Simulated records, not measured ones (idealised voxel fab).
The process module that follows is named voxel fin reveal.
Xsec cut, 275 nm wide, square cell size 5 nm.
A cross-section in this document is a grid of square cells, and it is written down as bands, the top band listed before the ones below it; a band is made up of one or more rows of cells. Look at the band entry: it leads with the top's height and the bottom's height in nm. Then it lists the materials left to right, with a width in nm for each. The word "edge to edge" on a single material says that material fills the band edge to edge. The word "blank" is empty space. Basically, 0 is our baseline, since under it the wafer straight out of the box is all one material. The bottom band has no lower end and keeps on going down, so it looks like "0 down". Think of "30 to 40" as a width that walks from the first number to the second as you go down the band, top row to bottom row, taking equal-sized steps from row to row. "nothing got changed" -> step changed no cross-section cell. Empty spaces without an open route to the top, at least 8 cells in extent, make up the entry "Closed-off voids"; each is given as width x height at distance, where the distance is measured from the left edge, and all are in nm. On a step's line, text after the settings is the simulator commenting on that step. Regarding "overlay nm": on a step with a mask, it is the distance the mask lay to the right of its planned place; a negative value places it to the left.

# plan
step 1: op RECEIVE | material Si
step 2: op CONFORMAL_DEP | material SiN | thk nm 5
step 3: op MASKED_ETCH | tone cover | mask id FINS | width nm 15 | pitch nm 40 | etch materials SiN | depth nm 5 | overlay nm 0
step 4: op MASKED_ETCH | tone cover | mask id FINS | width nm 15 | pitch nm 40 | etch materials Si | depth nm 30 | overlay nm -15
step 5: op FILL_DEP | material SiO2 | thk nm 15
step 6: op CMP | height nm 5
step 7: op SELECTIVE_ETCH | etch materials SiO2 | depth nm 25
step 8: op STRIP | etch materials SiN
step 9: op CONFORMAL_DEP | material SiO2 | thk nm 5
Wafers differ in overlay nm at step 4; plan lists the first wafer's value; identical starting state.

# Cross-section of the first of several wafers as received (after step 1)
- 0 down = Si edge to edge
- Closed-off voids: none

# First of several wafers: cross-section at the end of the module, after step 9, its last step
- 5 to 0 = 90 nm blank, 80 nm SiO2, 105 nm blank
- 0 to -15 = 90 nm blank, 5 nm SiO2, 30 nm Si, 10 nm SiO2, 30 nm Si, 5 nm SiO2, 105 nm blank
- -15 to -30 = 95 nm SiO2, 30 nm Si, 10 nm SiO2, 30 nm Si, 110 nm SiO2
- -30 down = Si edge to edge
- Closed-off voids: none

# Last-wafer cross-section at the end of the module
- 5 to 0 = 105 nm blank, 80 nm SiO2, 90 nm blank
- 0 to -15 = 105 nm blank, 5 nm SiO2, 30 nm Si, 10 nm SiO2, 30 nm Si, 5 nm SiO2, 90 nm blank
- -15 to -30 = 110 nm SiO2, 30 nm Si, 10 nm SiO2, 30 nm Si, 95 nm SiO2
- -30 down = Si edge to edge
- Closed-off voids: none

# Basically each wafer gets a line in the table, showing it at the end of the module: material by material, the cells it gained (+) or lost (-) since we got it, then its closed voids
overlay nm -15; -258 Si; +157 SiO2; Closed-off voids: none
overlay nm -10; -270 Si; +161 SiO2; Closed-off voids: none
overlay nm -5; -282 Si; +165 SiO2; Closed-off voids: none
overlay nm 0; -294 Si; +169 SiO2; Closed-off voids: none
overlay nm 5; -282 Si; +165 SiO2; Closed-off voids: none
overlay nm 10; -270 Si; +161 SiO2; Closed-off voids: none
overlay nm 15; -258 Si; +157 SiO2; Closed-off voids: none
